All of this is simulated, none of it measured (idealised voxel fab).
This is a process module. Its name is voxel wiring stack.
This is section cut - it's 235 nm across, gridded in 5 nm square cells.
Notation: cross-section as square-cell grid; stated in bands, top first, going down; one or more cell rows per band.
The entry gives the band's vertical extent as a top height and a bottom height in nm, then its horizontal make-up as materials from left to right, each with a width in nm. "air" stands for empty space; a single material marked "throughout" fills the band edge to edge.
Convention: height 0 is the level below which the wafer, as received, is all one material. The lowest band does not terminate at the bottom but continues downward, represented as "0 -> down".
Width: "30 to 40" (first number = top row, second number = bottom row, same change from row to row of cells).
The designation "remained the same", where it is given for a processing step, indicates that no cell of the cross-section was altered in the course of that step.
The entry "Sealed void inventory" lists the empty spaces that cover at least 8 cells and have no open path to the top. Each is written as width x height at distance, where the distance is measured from the left edge and all three values are in nm.
On a step's line, text after the settings is the simulator commenting on that step.
"overlay nm" denotes, for a step that has a mask, the displacement of the mask to the right of its planned place, with negative values corresponding to the left.
THE PLANNED PROCESS STEPS ARE ENUMERATED HEREUNDER
1,RECEIVE | material Si
2,CONFORMAL_DEP | material SiO2 | thk nm 15
3,DIRECTIONAL_DEP | material TiN | thk nm 5
4,DIRECTIONAL_DEP | material Ru | thk nm 25
5,MASKED_ETCH | tone cover | mask id METAL_1 | width nm 20 | pitch nm 45 | etch materials Ru | depth nm 25 | overlay nm 0
6,MASKED_ETCH | tone cover | mask id METAL_1 | width nm 20 | pitch nm 45 | etch materials TiN | depth nm 5 | overlay nm 0
7,FILL_DEP | material SiO2 | thk nm 10
8,CMP | height nm 45
9,CONFORMAL_DEP | material SiCN | thk nm 5
10,DIRECTIONAL_DEP | material lowk | thk nm 10
11,DIRECTIONAL_DEP | material aC | thk nm 15
12,PATTERN | tone open | mask id PLUG_1 | material resist | width nm 15 | pitch nm 90 | thk nm 35 | overlay nm 0
13,DIRECTIONAL_ETCH | etch materials aC | depth nm 15
14,STRIP | etch materials resist
15,DIRECTIONAL_ETCH | etch materials lowk | depth nm 10
16,DIRECTIONAL_ETCH | etch materials SiCN | depth nm 5
17,STRIP | etch materials aC
18,CONFORMAL_DEP | material TiN | thk nm 5
19,FILL_DEP | material Cu | thk nm 10
20,CMP | height nm 60
21,DIRECTIONAL_DEP | material TiN | thk nm 5
22,DIRECTIONAL_DEP | material W | thk nm 15
23,MASKED_ETCH | tone cover | mask id METAL_2 | width nm 20 | pitch nm 45 | etch materials W | depth nm 15 | overlay nm 0
24,MASKED_ETCH | tone cover | mask id METAL_2 | width nm 20 | pitch nm 45 | etch materials TiN | depth nm 5 | overlay nm 0
25,CONFORMAL_DEP | material SiCN | thk nm 5
26,FILL_DEP | material lowk | thk nm 10
27,CMP | height nm 80
28,CONFORMAL_DEP | material SiN | thk nm 5
CROSS-SECTION OF THE WAFER AS IT CAME TO US, I.E., ALREADY THROUGH STEP 1
0 -> down: Si throughout
Sealed void inventory: none
FIRST OF TWO WAFERS: CROSS-SECTION AT END OF MODULE, RUN PER PLAN
85 -> 80: SiN throughout
80 -> 65: 35 lowk  5 SiCN  20 W  5 SiCN  15 lowk  5 SiCN  20 W  5 SiCN  15 lowk  5 SiCN  20 W  5 SiCN  15 lowk  5 SiCN  20 W  5 SiCN  35 lowk
65 -> 60: 40 SiCN  20 TiN  25 SiCN  20 TiN  25 SiCN  20 TiN  25 SiCN  20 TiN  40 SiCN
60 -> 50: 40 lowk  5 TiN  5 Cu  5 TiN  75 lowk  5 TiN  5 Cu  5 TiN  90 lowk
50 -> 45: 40 SiCN  15 TiN  75 SiCN  15 TiN  90 SiCN
45 -> 20: 40 SiO2  20 Ru  25 SiO2  20 Ru  25 SiO2  20 Ru  25 SiO2  20 Ru  40 SiO2
20 -> 15: 40 SiO2  20 TiN  25 SiO2  20 TiN  25 SiO2  20 TiN  25 SiO2  20 TiN  40 SiO2
15 -> 0: SiO2 throughout
0 -> down: Si throughout
Sealed void inventory: none
CROSS-SECTIONAL VIEW OF THE SECOND OF TWO WAFERS UPON COMPLETION OF THE MODULE. THIS WAFER SHARED ITS STARTING CONDITION AND PROCESS PLAN WITH THE FIRST; ONE ERROR WAS MADE DURING ITS EXECUTION
85 -> 80: SiN throughout
80 -> 75: 35 lowk  5 SiCN  20 W  5 SiCN  15 lowk  5 SiCN  20 W  5 SiCN  15 lowk  5 SiCN  20 W  5 SiCN  15 lowk  5 SiCN  20 W  5 SiCN  35 lowk
75 -> 70: 40 SiCN  20 TiN  25 SiCN  20 TiN  25 SiCN  20 TiN  25 SiCN  20 TiN  40 SiCN
70 -> 60: TiN throughout
60 -> 50: 40 lowk  5 TiN  5 Cu  5 TiN  75 lowk  5 TiN  5 Cu  5 TiN  90 lowk
50 -> 45: 40 SiCN  15 TiN  75 SiCN  15 TiN  90 SiCN
45 -> 20: 40 SiO2  20 Ru  25 SiO2  20 Ru  25 SiO2  20 Ru  25 SiO2  20 Ru  40 SiO2
20 -> 15: 40 SiO2  20 TiN  25 SiO2  20 TiN  25 SiO2  20 TiN  25 SiO2  20 TiN  40 SiO2
15 -> 0: SiO2 throughout
0 -> down: Si throughout
Sealed void inventory: none
Error vs. plan: planned and actual differ for step 21; actual: DIRECTIONAL_DEP | material TiN | thk nm 15
Final wafer comparison in cells, second versus first, more or fewer per material: SiCN: 16 fewer, TiN: 94 more, W: 32 fewer, lowk: 46 fewer
